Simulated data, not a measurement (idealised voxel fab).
process module | voxel capacitor over wiring
cross-section cut | 190 nm wide | cells 5 nm
A cross-section is a grid of square cells, given in bands from the top down. A band is one or more rows of cells.
Each band's line starts with the height of the band's top and of its bottom, in nm. Then come its materials from left to right, each with its width in nm. One material with "throughout" fills the band from edge to edge. "air" is empty space.
Height 0 is the level under which the wafer as received is all one material. The lowest band goes on downwards, as in "0 down".
A width such as "30 to 40" changes by the same amount from each row of cells to the next, from the band's top row to its bottom row.
"no change" after a step means that no cell of the cross-section changed.
closed voids: empty space of 8 cells or more with no open way to the top, each as width x height at its distance from the left edge, in nm
after a step's settings: what the simulator itself notes on the step
overlay nm, on a step with a mask: how far to the right of its planned place the mask lay; to the left if negative
plan
1 op RECEIVE | material Si
2 op CONFORMAL_DEP | material SiO2 | thk nm 10
3 op DIRECTIONAL_DEP | material TiN | thk nm 5
4 op DIRECTIONAL_DEP | material W | thk nm 15
5 op DIRECTIONAL_DEP | material aC | thk nm 10
6 op PATTERN | tone cover | mask id METAL_1 | material resist | width nm 20 | pitch nm 100 | thk nm 25 | overlay nm 0
7 op DIRECTIONAL_ETCH | etch materials aC | depth nm 10
8 op STRIP | etch materials resist
9 op DIRECTIONAL_ETCH | etch materials W | depth nm 15
10 op DIRECTIONAL_ETCH | etch materials TiN | depth nm 5
11 op STRIP | etch materials aC
12 op FILL_DEP | material SiO2 | thk nm 10
13 op CMP | height nm 30
14 op CONFORMAL_DEP | material SiCN | thk nm 5
15 op DIRECTIONAL_DEP | material SiO2 | thk nm 20
16 op PATTERN | tone open | mask id PLUG_1 | material resist | width nm 15 | thk nm 15 | overlay nm 0
17 op DIRECTIONAL_ETCH | etch materials SiO2 | depth nm 20
18 op DIRECTIONAL_ETCH | etch materials SiCN | depth nm 5
19 op STRIP | etch materials resist
20 op EPI | material Ru | thk nm 10
21 op EPI | material Ru | thk nm 10
22 op EPI | material Ru | thk nm 5
23 op DIRECTIONAL_DEP | material TiN | thk nm 5
24 op DIRECTIONAL_DEP | material HfO2 | thk nm 5
25 op DIRECTIONAL_DEP | material TiN | thk nm 10
26 op DIRECTIONAL_DEP | material aC | thk nm 10
27 op PATTERN | tone cover | mask id UPPER_PLATE | material resist | width nm 75 | thk nm 30 | overlay nm 0
28 op DIRECTIONAL_ETCH | etch materials aC | depth nm 10
29 op STRIP | etch materials resist
30 op DIRECTIONAL_ETCH | etch materials TiN | depth nm 10
31 op DIRECTIONAL_ETCH | etch materials HfO2 | depth nm 5
32 op STRIP | etch materials aC
33 op DIRECTIONAL_DEP | material aC | thk nm 10
34 op PATTERN | tone cover | mask id LOWER_PLATE | material resist | width nm 85 | thk nm 25 | overlay nm 0
35 op DIRECTIONAL_ETCH | etch materials aC | depth nm 10
36 op STRIP | etch materials resist
37 op DIRECTIONAL_ETCH | etch materials TiN | depth nm 5
38 op STRIP | etch materials aC
39 op FILL_DEP | material SiO2 | thk nm 15
40 op CMP | height nm 85
41 op DIRECTIONAL_DEP | material aC | thk nm 15
42 op PATTERN | tone open | mask id PLUG_2 | material resist | width nm 15 | thk nm 35 | overlay nm 0
43 op DIRECTIONAL_ETCH | etch materials aC | depth nm 15
44 op STRIP | etch materials resist
45 op DIRECTIONAL_ETCH | etch materials SiO2 | depth nm 10
46 op STRIP | etch materials aC
47 op CONFORMAL_DEP | material TiN | thk nm 5
48 op FILL_DEP | material Ru | thk nm 5
49 op CMP | height nm 85
50 op CONFORMAL_DEP | material SiN | thk nm 5
varied across the wafers: width nm of step 6. The plan shows the first wafer's value. All wafers start alike
first wafer as received, after step 1
  0 down: Si throughout
  closed voids: none
first wafer at the end, after step 50
  90 to 85: SiN throughout
  85 to 80: SiO2 55 | TiN 5 | Ru 5 | TiN 5 | SiO2 120
  80 to 75: SiO2 55 | TiN 15 | SiO2 120
  75 to 65: SiO2 45 | TiN 75 | SiO2 70
  65 to 60: SiO2 45 | HfO2 75 | SiO2 70
  60 to 55: SiO2 40 | TiN 85 | SiO2 65
  55 to 35: SiO2 45 | Ru 15 | SiO2 130
  35 to 30: SiCN 45 | Ru 15 | SiCN 130
  30 to 15: SiO2 35 | W 20 | SiO2 80 | W 20 | SiO2 35
  15 to 10: SiO2 35 | TiN 20 | SiO2 80 | TiN 20 | SiO2 35
  10 to 0: SiO2 throughout
  0 down: Si throughout
  closed voids: none
last wafer at the end
  90 to 85: SiN throughout
  85 to 80: SiO2 55 | TiN 5 | Ru 5 | TiN 5 | SiO2 120
  80 to 75: SiO2 55 | TiN 15 | SiO2 120
  75 to 65: SiO2 45 | TiN 75 | SiO2 70
  65 to 60: SiO2 45 | HfO2 75 | SiO2 70
  60 to 55: SiO2 40 | TiN 85 | SiO2 65
  55 to 35: SiO2 45 | Ru 15 | SiO2 130
  35 to 30: SiCN 45 | Ru 15 | SiCN 130
  30 to 15: SiO2 25 | W 45 | SiO2 55 | W 45 | SiO2 20
  15 to 10: SiO2 25 | TiN 45 | SiO2 55 | TiN 45 | SiO2 20
  10 to 0: SiO2 throughout
  0 down: Si throughout
  closed voids: none
each wafer at the end: cells of each material gained (+) or lost (-) since it was received, then its closed voids
width nm 20 | +15 HfO2 | +16 Ru | +35 SiCN | +38 SiN | +496 SiO2 | +60 TiN | +24 W | closed voids: none
width nm 25 | +15 HfO2 | +16 Ru | +35 SiCN | +38 SiN | +488 SiO2 | +62 TiN | +30 W | closed voids: none
width nm 30 | +15 HfO2 | +16 Ru | +35 SiCN | +38 SiN | +480 SiO2 | +64 TiN | +36 W | closed voids: none
width nm 35 | +15 HfO2 | +16 Ru | +35 SiCN | +38 SiN | +472 SiO2 | +66 TiN | +42 W | closed voids: none
width nm 40 | +15 HfO2 | +16 Ru | +35 SiCN | +38 SiN | +464 SiO2 | +68 TiN | +48 W | closed voids: none
width nm 45 | +15 HfO2 | +16 Ru | +35 SiCN | +38 SiN | +456 SiO2 | +70 TiN | +54 W | closed voids: none
